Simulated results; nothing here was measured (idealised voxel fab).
process module | voxel spacer lines
cross-section cut | 270 nm wide | cells 5 nm
A cross-section is a grid of square cells, given in bands from the top down. A band is one or more rows of cells.
Each band's line starts with the height of the band's top and of its bottom, in nm. Then come its materials from left to right, each with its width in nm. One material with "throughout" fills the band from edge to edge. "air" is empty space.
Height 0 is the level under which the wafer as received is all one material. The lowest band goes on downwards, as in "0 down".
A width such as "30 to 40" changes by the same amount from each row of cells to the next, from the band's top row to its bottom row.
"no change" after a step means that no cell of the cross-section changed.
closed voids: empty space of 8 cells or more with no open way to the top, each as width x height at its distance from the left edge, in nm
after a step's settings: what the simulator itself notes on the step
overlay nm, on a step with a mask: how far to the right of its planned place the mask lay; to the left if negative
plan
1 op RECEIVE | material Si
2 op CONFORMAL_DEP | material SiO2 | thk nm 10
3 op DIRECTIONAL_DEP | material W | thk nm 15
4 op DIRECTIONAL_DEP | material polySi | thk nm 30
5 op PATTERN | tone cover | mask id MANDREL | material resist | width nm 25 | pitch nm 80 | thk nm 40 | overlay nm 0
6 op DIRECTIONAL_ETCH | etch materials polySi | depth nm 30
7 op STRIP | etch materials resist
8 op CONFORMAL_DEP | material SiN | thk nm 15
9 op DIRECTIONAL_ETCH | etch materials SiN | depth nm 15
10 op STRIP | etch materials polySi
11 op DIRECTIONAL_ETCH | etch materials W | depth nm 15
12 op STRIP | etch materials SiN
13 op FILL_DEP | material SiO2 | thk nm 10
14 op CMP | height nm 25
first wafer, as planned
as received, after step 1
  0 down: Si throughout
  closed voids: none
after step 2
  10 to 0: SiO2 throughout
  below 0: unchanged
after step 3
  25 to 10: W throughout
  below 10: unchanged
after step 4
  55 to 25: polySi throughout
  below 25: unchanged
after step 5
  95 to 55: air 80 | resist 25 | air 55 | resist 25 | air 85
  below 55: unchanged
after step 6
  95 to 55: air 80 | resist 25 | air 55 | resist 25 | air 85
  55 to 25: air 80 | polySi 25 | air 55 | polySi 25 | air 85
  below 25: unchanged
after step 7
  55 to 25: air 80 | polySi 25 | air 55 | polySi 25 | air 85
  below 25: unchanged
after step 8
  70 to 55: air 65 | SiN 55 | air 25 | SiN 55 | air 70
  55 to 40: air 65 | SiN 15 | polySi 25 | SiN 15 | air 25 | SiN 15 | polySi 25 | SiN 15 | air 70
  40 to 25: SiN 80 | polySi 25 | SiN 55 | polySi 25 | SiN 85
  below 25: unchanged
after step 9
  55 to 25: air 65 | SiN 15 | polySi 25 | SiN 15 | air 25 | SiN 15 | polySi 25 | SiN 15 | air 70
  below 25: unchanged
after step 10
  55 to 25: air 65 | SiN 15 | air 25 | SiN 15 | air 25 | SiN 15 | air 25 | SiN 15 | air 70
  below 25: unchanged
after step 11
  55 to 25: air 65 | SiN 15 | air 25 | SiN 15 | air 25 | SiN 15 | air 25 | SiN 15 | air 70
  25 to 10: air 65 | W 15 | air 25 | W 15 | air 25 | W 15 | air 25 | W 15 | air 70
  below 10: unchanged
after step 12
  25 to 10: air 65 | W 15 | air 25 | W 15 | air 25 | W 15 | air 25 | W 15 | air 70
  below 10: unchanged
after step 13
  35 to 25: SiO2 throughout
  25 to 10: SiO2 65 | W 15 | SiO2 25 | W 15 | SiO2 25 | W 15 | SiO2 25 | W 15 | SiO2 70
  below 10: unchanged
after step 14
  25 to 10: SiO2 65 | W 15 | SiO2 25 | W 15 | SiO2 25 | W 15 | SiO2 25 | W 15 | SiO2 70
  below 10: unchanged
second wafer: like start, like plan, one mistake. Through step 7 it matches the first wafer
when step 8 should have ended
  65 to 55: air 70 | SiN 45 | air 35 | SiN 45 | air 75
  55 to 35: air 70 | SiN 10 | polySi 25 | SiN 10 | air 35 | SiN 10 | polySi 25 | SiN 10 | air 75
  35 to 25: SiN 80 | polySi 25 | SiN 55 | polySi 25 | SiN 85
  below 25: unchanged
when step 9 should have ended
  55 to 50: air 80 | polySi 25 | air 55 | polySi 25 | air 85
  50 to 25: air 70 | SiN 10 | polySi 25 | SiN 10 | air 35 | SiN 10 | polySi 25 | SiN 10 | air 75
  below 25: unchanged
when step 10 should have ended
  50 to 25: air 70 | SiN 10 | air 25 | SiN 10 | air 35 | SiN 10 | air 25 | SiN 10 | air 75
  below 25: unchanged
when step 11 should have ended
  50 to 25: air 70 | SiN 10 | air 25 | SiN 10 | air 35 | SiN 10 | air 25 | SiN 10 | air 75
  25 to 10: air 70 | W 10 | air 25 | W 10 | air 35 | W 10 | air 25 | W 10 | air 75
  below 10: unchanged
when step 12 should have ended
  25 to 10: air 70 | W 10 | air 25 | W 10 | air 35 | W 10 | air 25 | W 10 | air 75
  below 10: unchanged
when step 13 should have ended
  35 to 25: SiO2 throughout
  25 to 10: SiO2 70 | W 10 | SiO2 25 | W 10 | SiO2 35 | W 10 | SiO2 25 | W 10 | SiO2 75
  below 10: unchanged
when step 14 should have ended
  25 to 10: SiO2 70 | W 10 | SiO2 25 | W 10 | SiO2 35 | W 10 | SiO2 25 | W 10 | SiO2 75
  below 10: unchanged
what went wrong: step 8 ran as: op CONFORMAL_DEP | material SiN | thk nm 10
at the end the second wafer has, in cells: 12 more of SiO2 | 12 fewer of W
